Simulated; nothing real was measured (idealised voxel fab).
Title: Process Module voxel wiring stack
Shown is cross-section cut, with a width of 275 nm and square cells of size 5 nm.
How to read a cross-section here: the picture is a grid of square cells, written as bands going from the top down, and any band can span one or more rows of cells. Band: top and bottom heights (nm) first, top before bottom; then materials from left to right, widths in nm. "full width" marks a sole material filling the band edge to edge. "empty" denotes empty space. Heights from 0 (as-received wafer is one material below). Bottom band endless downward, as "0 down". The width entry "30->40" should be interpreted row by row: the top row of cells in the band takes the first number, the bottom row takes the second number, and the change between adjacent rows is uniform throughout. For the purposes of this document, the phrase "remained the same" attached to a step denotes that no cell within the cross-section was modified by that step. Heads up: "Sealed void listing" only lists the empty pockets with no open path to the top that are 8 cells or more, and it writes them as width x height at distance, distance from the left edge, in nm. What comes after the settings on a step's line is commentary from the simulator itself on that step. overlay nm: step with mask; distance mask lay right of planned place; negative value = left of planned place.
# Below is the list of planned process steps
1 RECEIVE (material Si)
2 CONFORMAL_DEP (material SiO2; thk nm 15)
3 DIRECTIONAL_DEP (material TiN; thk nm 5)
4 DIRECTIONAL_DEP (material Ru; thk nm 15)
5 DIRECTIONAL_DEP (material aC; thk nm 15)
6 PATTERN (tone cover; mask id METAL_1; material resist; width nm 25; pitch nm 40; thk nm 35; overlay nm 0)
7 DIRECTIONAL_ETCH (etch materials aC; depth nm 15)
8 STRIP (etch materials resist)
9 DIRECTIONAL_ETCH (etch materials Ru; depth nm 15)
10 DIRECTIONAL_ETCH (etch materials TiN; depth nm 5)
11 STRIP (etch materials aC)
12 FILL_DEP (material lowk; thk nm 5)
13 CMP (height nm 35)
14 CONFORMAL_DEP (material SiCN; thk nm 5)
15 DIRECTIONAL_DEP (material lowk; thk nm 15)
16 DIRECTIONAL_DEP (material aC; thk nm 15)
17 PATTERN (tone open; mask id PLUG_1; material resist; width nm 15; pitch nm 40; thk nm 35; overlay nm 0)
18 DIRECTIONAL_ETCH (etch materials aC; depth nm 15)
19 STRIP (etch materials resist)
20 DIRECTIONAL_ETCH (etch materials lowk; depth nm 15)
21 DIRECTIONAL_ETCH (etch materials SiCN; depth nm 5)
22 STRIP (etch materials aC)
23 EPI (material Ru; thk nm 10)
24 EPI (material Ru; thk nm 10)
25 CONFORMAL_DEP (material SiN; thk nm 5)
26 DIRECTIONAL_DEP (material SiO2; thk nm 15)
27 MASKED_ETCH (tone open; mask id METAL_2; width nm 25; pitch nm 40; etch materials SiO2; depth nm 15; overlay nm 0)
28 MASKED_ETCH (tone open; mask id METAL_2; width nm 25; pitch nm 40; etch materials SiN; depth nm 5; overlay nm 0)
29 CONFORMAL_DEP (material TiN; thk nm 5)
30 FILL_DEP (material Cu; thk nm 5)
31 CMP (height nm 75)
32 EPI (material Ru; thk nm 5)
33 FILL_DEP (material SiCN; thk nm 5)
34 DIRECTIONAL_DEP (material SiO2; thk nm 35)
35 MASKED_ETCH (tone open; mask id METAL_3; width nm 25; pitch nm 40; etch materials SiO2; depth nm 20; overlay nm 0)
36 DIRECTIONAL_DEP (material aC; thk nm 10)
37 PATTERN (tone open; mask id METAL_3_HOLES; material resist; width nm 15; pitch nm 80; thk nm 30; overlay nm 0)
38 DIRECTIONAL_ETCH (etch materials aC; depth nm 10)
39 STRIP (etch materials resist)
40 DIRECTIONAL_ETCH (etch materials SiO2; depth nm 15)
41 DIRECTIONAL_ETCH (etch materials SiCN; depth nm 5)
42 STRIP (etch materials aC)
43 CONFORMAL_DEP (material TiN; thk nm 5)
44 FILL_DEP (material Cu; thk nm 5)
45 CMP (height nm 120)
46 CONFORMAL_DEP (material SiN; thk nm 5)
# Step 1 complete: cross-section of the wafer as received
0 down = Si full width
Sealed void listing: none
# Cross-sectional view of the first of the two wafers upon completion of the module, processed in accordance with the plan
125 to 120 = SiN full width
120 to 105 = SiO2 65, then TiN 5, then Cu 15, then TiN 5, then SiO2 15, then TiN 5, then Cu 15, then TiN 5, then SiO2 15, then TiN 5, then Cu 15, then TiN 5, then SiO2 15, then TiN 5, then Cu 15, then TiN 5, then SiO2 65
105 to 100 = SiO2 65, then TiN 5, then Cu 5, then TiN 15, then SiO2 15, then TiN 25, then SiO2 15, then TiN 5, then Cu 5, then TiN 15, then SiO2 15, then TiN 25, then SiO2 65
100 to 85 = SiO2 65, then TiN 5, then Cu 5, then TiN 5, then SiO2 65, then TiN 5, then Cu 5, then TiN 5, then SiO2 115
85 to 80 = SiCN 65, then TiN 15, then SiCN 65, then TiN 15, then SiCN 115
80 to 75 = SiCN 60, then Ru 35, then SiCN 5, then Ru 35, then SiCN 5, then Ru 35, then SiCN 5, then Ru 35, then SiCN 60
75 to 60 = SiO2 65, then TiN 5, then Cu 15, then TiN 5, then SiO2 15, then TiN 5, then Cu 15, then TiN 5, then SiO2 15, then TiN 5, then Cu 15, then TiN 5, then SiO2 15, then TiN 5, then Cu 15, then TiN 5, then SiO2 65
60 to 55 = SiN 65, then TiN 25, then SiN 15, then TiN 25, then SiN 15, then TiN 25, then SiN 15, then TiN 25, then SiN 65
55 to 40 = lowk 65, then Ru 15, then lowk 25, then Ru 15, then lowk 25, then Ru 15, then lowk 25, then Ru 15, then lowk 75
40 to 35 = SiCN 65, then Ru 15, then SiCN 25, then Ru 15, then SiCN 25, then Ru 15, then SiCN 25, then Ru 15, then SiCN 75
35 to 20 = lowk 65, then Ru 25, then lowk 15, then Ru 25, then lowk 15, then Ru 25, then lowk 15, then Ru 25, then lowk 65
20 to 15 = lowk 65, then TiN 25, then lowk 15, then TiN 25, then lowk 15, then TiN 25, then lowk 15, then TiN 25, then lowk 65
15 to 0 = SiO2 full width
0 down = Si full width
Sealed void listing: none
# What the second wafer looks like in cross-section once the module is done. Its start and its plan matched the first wafer's exactly; what differed was one mistake in how it was run
125 to 120 = SiN full width
120 to 105 = SiO2 65, then TiN 5, then Cu 15, then TiN 5, then SiO2 15, then TiN 5, then Cu 15, then TiN 5, then SiO2 15, then TiN 5, then Cu 15, then TiN 5, then SiO2 15, then TiN 5, then Cu 15, then TiN 5, then SiO2 65
105 to 100 = SiO2 65, then TiN 5, then Cu 5, then TiN 15, then SiO2 15, then TiN 25, then SiO2 15, then TiN 5, then Cu 5, then TiN 15, then SiO2 15, then TiN 25, then SiO2 65
100 to 85 = SiO2 65, then TiN 5, then Cu 5, then TiN 5, then SiO2 65, then TiN 5, then Cu 5, then TiN 5, then SiO2 115
85 to 80 = SiCN 65, then TiN 15, then SiCN 65, then TiN 15, then SiCN 115
80 to 75 = SiCN 60, then Ru 35, then SiCN 5, then Ru 35, then SiCN 5, then Ru 35, then SiCN 5, then Ru 35, then SiCN 60
75 to 70 = SiO2 65, then TiN 5, then Cu 15, then TiN 5, then SiO2 15, then TiN 5, then Cu 15, then TiN 5, then SiO2 15, then TiN 5, then Cu 15, then TiN 5, then SiO2 15, then TiN 5, then Cu 15, then TiN 5, then SiO2 65
70 to 65 = SiN 65, then TiN 25, then SiN 15, then TiN 25, then SiN 15, then TiN 25, then SiN 15, then TiN 25, then SiN 65
65 to 55 = SiN full width
55 to 40 = lowk 65, then Ru 15, then lowk 25, then Ru 15, then lowk 25, then Ru 15, then lowk 25, then Ru 15, then lowk 75
40 to 35 = SiCN 65, then Ru 15, then SiCN 25, then Ru 15, then SiCN 25, then Ru 15, then SiCN 25, then Ru 15, then SiCN 75
35 to 20 = lowk 65, then Ru 25, then lowk 15, then Ru 25, then lowk 15, then Ru 25, then lowk 15, then Ru 25, then lowk 65
20 to 15 = lowk 65, then TiN 25, then lowk 15, then TiN 25, then lowk 15, then TiN 25, then lowk 15, then TiN 25, then lowk 65
15 to 0 = SiO2 full width
0 down = Si full width
Sealed void listing: none
Which mistake was made when the wafer was run? planned and actual differ for step 25; actual: CONFORMAL_DEP (material SiN; thk nm 15)
Final tally in cells, some materials are higher or lower on the second wafer than on the first: Cu: 24 fewer; SiN: 110 more; SiO2: 70 fewer; TiN: 16 fewer
